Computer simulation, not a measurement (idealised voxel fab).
Name of the process module below: voxel self aligned contacts
Section cut is 225 nm wide and gridded with 5 nm square cells.
Heads up, the way a cross-section reads in here is a grid of square cells, handed over as bands from the top down, with every band being one or more rows of cells.
Top, bottom (nm), then materials left to right with widths (nm); lone material tagged "full width" fills the whole band edge to edge; "air" = empty space.
Counting heights begins at 0, where everything beneath is, in the wafer as received, one material. The lowest band has no bottom; it goes on downwards, as "0 down" shows.
Quick explanation for "30 to 40": the width changes in equal steps down the rows of cells, from the first number in the band's top row to the second number in its bottom row.
Take "no change" at face value: in the step it is given for, the cross-section changed in none of its cells.
Heads up: "Enclosed internal voids" only lists the empty pockets with no open path to the top that are 8 cells or more, and it writes them as width x height at distance, distance from the left edge, in nm.
On a step's line, text after the settings is the simulator commenting on that step.
overlay nm: step with mask; distance mask lay right of planned place; negative value = left of planned place.
# Set out below are the planned steps of the process
1,RECEIVE, material Si
2,OXIDIZE, depth nm 5
3,DIRECTIONAL_DEP, material polySi, thk nm 30
4,DIRECTIONAL_DEP, material SiN, thk nm 20
5,PATTERN, tone cover, mask id GATE, material resist, width nm 35, pitch nm 65, thk nm 15, overlay nm 0
6,DIRECTIONAL_ETCH, etch materials SiN, depth nm 20
7,DIRECTIONAL_ETCH, etch materials polySi, depth nm 30
8,STRIP, etch materials resist
9,CONFORMAL_DEP, material SiN, thk nm 5
10,DIRECTIONAL_ETCH, etch materials SiN, depth nm 5
11,FILL_DEP, material SiO2, thk nm 15
12,CMP, height nm 60
13,DIRECTIONAL_DEP, material aC, thk nm 15
14,PATTERN, tone open, mask id CONTACT, material resist, width nm 50, pitch nm 65, thk nm 30, overlay nm 0
15,DIRECTIONAL_ETCH, etch materials aC, depth nm 15
16,STRIP, etch materials resist
17,DIRECTIONAL_ETCH, etch materials SiO2, depth nm 65
18,STRIP, etch materials aC
19,CONFORMAL_DEP, material TiN, thk nm 5
20,FILL_DEP, material W, thk nm 10
21,CMP, height nm 60
22,CONFORMAL_DEP, material SiN, thk nm 5
# The cross-section here shows the wafer as received, i.e. in its state after step 1
    0 down  Si full width
    Enclosed internal voids: none
# End state of the module in cross-section, given the above starting point and plan and one mistake in execution
    65 to 60  SiN full width
    60 to 55  SiO2=25  SiN=45  TiN=5  W=10  TiN=5  SiN=45  TiN=5  W=10  TiN=5  SiN=45  SiO2=25
    55 to 50  SiO2=25  SiN=45  TiN=20  SiN=45  TiN=20  SiN=45  SiO2=25
    50 to 30  SiN full width
    30 to 0  polySi full width
    0 to -5  SiO2 full width
    -5 down  Si full width
    Enclosed internal voids: none
What was the processing mistake? twice over, step 4 of the plan was run
